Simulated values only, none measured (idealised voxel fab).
Documented hereafter: the process module known as voxel wiring stack.
Shown is cross-section cut, with a width of 275 nm and square cells of size 5 nm.
For the purposes of this document, a cross-section shall be understood as a grid of square cells, specified as bands listed in top-to-bottom order, each band consisting of one or more rows of cells. Heights first: top, then bottom, in nm. Then materials, left to right, each with a width in nm. "everywhere" on a single material: fills the band edge to edge. "empty": empty space. Height 0 is the level under which the wafer as received is all one material. The lowest band goes on downwards, as in "from 0 down". Width spec "30->40" -> top row of cells at first value, bottom row at second value, equal per-row change in between. No cell of the cross-section changed in a step that is given as "no alteration". Enclosed voids (no open way to top), threshold 8 cells or more, entry "Fully enclosed voids", notation width x height at distance, distance from left edge, nm. What comes after the settings on a step's line is commentary from the simulator itself on that step. "overlay nm", when on a step's line for a step with a mask, measures how far to the right of its planned place the mask lay; a negative measure means to the left.

Below is the list of planned process steps
1. RECEIVE (material Si)
2. CONFORMAL_DEP (material SiO2; thk nm 15)
3. CONFORMAL_DEP (material SiCN; thk nm 5)
4. DIRECTIONAL_DEP (material SiO2; thk nm 20)
5. DIRECTIONAL_DEP (material aC; thk nm 15)
6. PATTERN (tone open; mask id METAL_1; material resist; width nm 30; pitch nm 45; thk nm 30; overlay nm 0)
7. DIRECTIONAL_ETCH (etch materials aC; depth nm 15)
8. STRIP (etch materials resist)
9. DIRECTIONAL_ETCH (etch materials SiO2; depth nm 20)
10. DIRECTIONAL_ETCH (etch materials SiCN; depth nm 5)
11. STRIP (etch materials aC)
12. CONFORMAL_DEP (material TiN; thk nm 5)
13. FILL_DEP (material Cu; thk nm 5)
14. CMP (height nm 40)
15. CONFORMAL_DEP (material SiCN; thk nm 5)
16. DIRECTIONAL_DEP (material lowk; thk nm 30)
17. PATTERN (tone open; mask id METAL_2; material resist; width nm 30; pitch nm 45; thk nm 15; overlay nm 0)
18. DIRECTIONAL_ETCH (etch materials lowk; depth nm 15)
19. STRIP (etch materials resist)
20. PATTERN (tone open; mask id METAL_2_HOLES; material resist; width nm 15; pitch nm 90; thk nm 20; overlay nm 0)
21. DIRECTIONAL_ETCH (etch materials lowk; depth nm 15)
22. DIRECTIONAL_ETCH (etch materials SiCN; depth nm 5)
23. STRIP (etch materials resist)
24. CONFORMAL_DEP (material TiN; thk nm 5)
25. FILL_DEP (material Cu; thk nm 5)
26. CMP (height nm 75)
27. CONFORMAL_DEP (material SiCN; thk nm 5)
28. DIRECTIONAL_DEP (material lowk; thk nm 25)
29. DIRECTIONAL_DEP (material aC; thk nm 15)
30. PATTERN (tone open; mask id METAL_3; material resist; width nm 30; pitch nm 45; thk nm 30; overlay nm 0)
31. DIRECTIONAL_ETCH (etch materials aC; depth nm 15)
32. STRIP (etch materials resist)
33. DIRECTIONAL_ETCH (etch materials lowk; depth nm 15)
34. STRIP (etch materials aC)
35. DIRECTIONAL_DEP (material aC; thk nm 10)
36. PATTERN (tone open; mask id METAL_3_HOLES; material resist; width nm 15; pitch nm 90; thk nm 25; overlay nm 0)
37. DIRECTIONAL_ETCH (etch materials aC; depth nm 10)
38. STRIP (etch materials resist)
39. DIRECTIONAL_ETCH (etch materials lowk; depth nm 10)
40. DIRECTIONAL_ETCH (etch materials SiCN; depth nm 5)
41. STRIP (etch materials aC)
42. CONFORMAL_DEP (material TiN; thk nm 5)
43. FILL_DEP (material Cu; thk nm 5)
44. CMP (height nm 105)
45. CONFORMAL_DEP (material SiCN; thk nm 5)

The cross-section here shows the wafer as received, i.e. in its state after step 1
> from 0 down  Si everywhere
> Fully enclosed voids: none

Module complete, cross-section. Starting point and plan per above. One mistake made in running the module
> from 110 to 105  SiCN everywhere
> from 105 to 95  lowk 75 nm / TiN 5 nm / Cu 20 nm / TiN 5 nm / lowk 15 nm / TiN 5 nm / Cu 20 nm / TiN 5 nm / lowk 15 nm / TiN 5 nm / Cu 20 nm / TiN 5 nm / lowk 80 nm
> from 95 to 90  lowk 75 nm / TiN 5 nm / Cu 5 nm / TiN 20 nm / lowk 15 nm / TiN 30 nm / lowk 15 nm / TiN 5 nm / Cu 5 nm / TiN 20 nm / lowk 80 nm
> from 90 to 80  lowk 75 nm / TiN 5 nm / Cu 5 nm / TiN 5 nm / lowk 75 nm / TiN 5 nm / Cu 5 nm / TiN 5 nm / lowk 95 nm
> from 80 to 75  SiCN 75 nm / TiN 15 nm / SiCN 75 nm / TiN 15 nm / SiCN 95 nm
> from 75 to 65  lowk 75 nm / TiN 5 nm / Cu 20 nm / TiN 5 nm / lowk 15 nm / TiN 5 nm / Cu 20 nm / TiN 5 nm / lowk 15 nm / TiN 5 nm / Cu 20 nm / TiN 5 nm / lowk 80 nm
> from 65 to 60  lowk 75 nm / TiN 5 nm / Cu 5 nm / TiN 20 nm / lowk 15 nm / TiN 30 nm / lowk 15 nm / TiN 5 nm / Cu 5 nm / TiN 20 nm / lowk 80 nm
> from 60 to 45  lowk 75 nm / TiN 5 nm / Cu 5 nm / TiN 5 nm / lowk 75 nm / TiN 5 nm / Cu 5 nm / TiN 5 nm / lowk 95 nm
> from 45 to 40  SiCN 75 nm / TiN 15 nm / SiCN 75 nm / TiN 15 nm / SiCN 95 nm
> from 40 to 35  TiN 80 nm / Cu 20 nm / TiN 25 nm / Cu 20 nm / TiN 25 nm / Cu 20 nm / TiN 85 nm
> from 35 to 20  SiO2 75 nm / TiN 5 nm / Cu 20 nm / TiN 5 nm / SiO2 15 nm / TiN 5 nm / Cu 20 nm / TiN 5 nm / SiO2 15 nm / TiN 5 nm / Cu 20 nm / TiN 5 nm / SiO2 80 nm
> from 20 to 15  SiO2 75 nm / TiN 30 nm / SiO2 15 nm / TiN 30 nm / SiO2 15 nm / TiN 30 nm / SiO2 80 nm
> from 15 to 0  SiO2 everywhere
> from 0 down  Si everywhere
> Fully enclosed voids: none
So what did we get wrong on this run? heads up, step 3 of the plan was skipped and never actually ran
